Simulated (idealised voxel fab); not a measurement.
process module | voxel self aligned contacts
cross-section cut | 200 nm wide | cells 5 nm
A cross-section is a grid of square cells, given in bands from the top down. A band is one or more rows of cells.
Each band's line starts with the height of the band's top and of its bottom, in nm. Then come its materials from left to right, each with its width in nm. One material with "throughout" fills the band from edge to edge. "air" is empty space.
Height 0 is the level under which the wafer as received is all one material. The lowest band goes on downwards, as in "0 down".
A width such as "30 to 40" changes by the same amount from each row of cells to the next, from the band's top row to its bottom row.
"no change" after a step means that no cell of the cross-section changed.
closed voids: empty space of 8 cells or more with no open way to the top, each as width x height at its distance from the left edge, in nm
after a step's settings: what the simulator itself notes on the step
overlay nm, on a step with a mask: how far to the right of its planned place the mask lay; to the left if negative
plan
1 op RECEIVE | material Si
2 op CONFORMAL_DEP | material SiO2 | thk nm 5
3 op DIRECTIONAL_DEP | material polySi | thk nm 20
4 op DIRECTIONAL_DEP | material SiN | thk nm 20
5 op PATTERN | tone cover | mask id GATE | material resist | width nm 35 | pitch nm 70 | thk nm 20 | overlay nm 0
6 op DIRECTIONAL_ETCH | etch materials SiN | depth nm 20
7 op DIRECTIONAL_ETCH | etch materials polySi | depth nm 20
8 op STRIP | etch materials resist
9 op CONFORMAL_DEP | material SiN | thk nm 5
10 op DIRECTIONAL_ETCH | etch materials SiN | depth nm 5
11 op FILL_DEP | material SiO2 | thk nm 20
12 op CMP | height nm 55
13 op MASKED_ETCH | tone open | mask id CONTACT | width nm 55 | etch materials SiO2 | depth nm 55 | overlay nm 0
14 op CONFORMAL_DEP | material TiN | thk nm 5
15 op FILL_DEP | material Ru | thk nm 5
16 op CMP | height nm 55
17 op CONFORMAL_DEP | material SiN | thk nm 5
as received, after step 1
  0 down: Si throughout
  closed voids: none
a wafer at the end: this start, this plan, one mistake
  60 to 55: SiN throughout
  55 to 45: SiO2 70 | TiN 5 to 25 | Ru 45 to 5 | TiN 5 to 25 | SiO2 75
  45 to 25: SiO2 35 | SiN 55 | TiN 5 | Ru 5 | TiN 5 | SiN 55 | SiO2 40
  25 to 5: SiO2 35 | SiN 5 | polySi 45 | SiN 5 | TiN 5 | Ru 5 | TiN 5 | SiN 5 | polySi 45 | SiN 5 | SiO2 40
  5 to 0: SiO2 90 | TiN 15 | SiO2 95
  0 down: Si throughout
  closed voids: none
what went wrong: step 5 ran as: op PATTERN | tone cover | mask id GATE | material resist | width nm 45 | pitch nm 70 | thk nm 20 | overlay nm 0
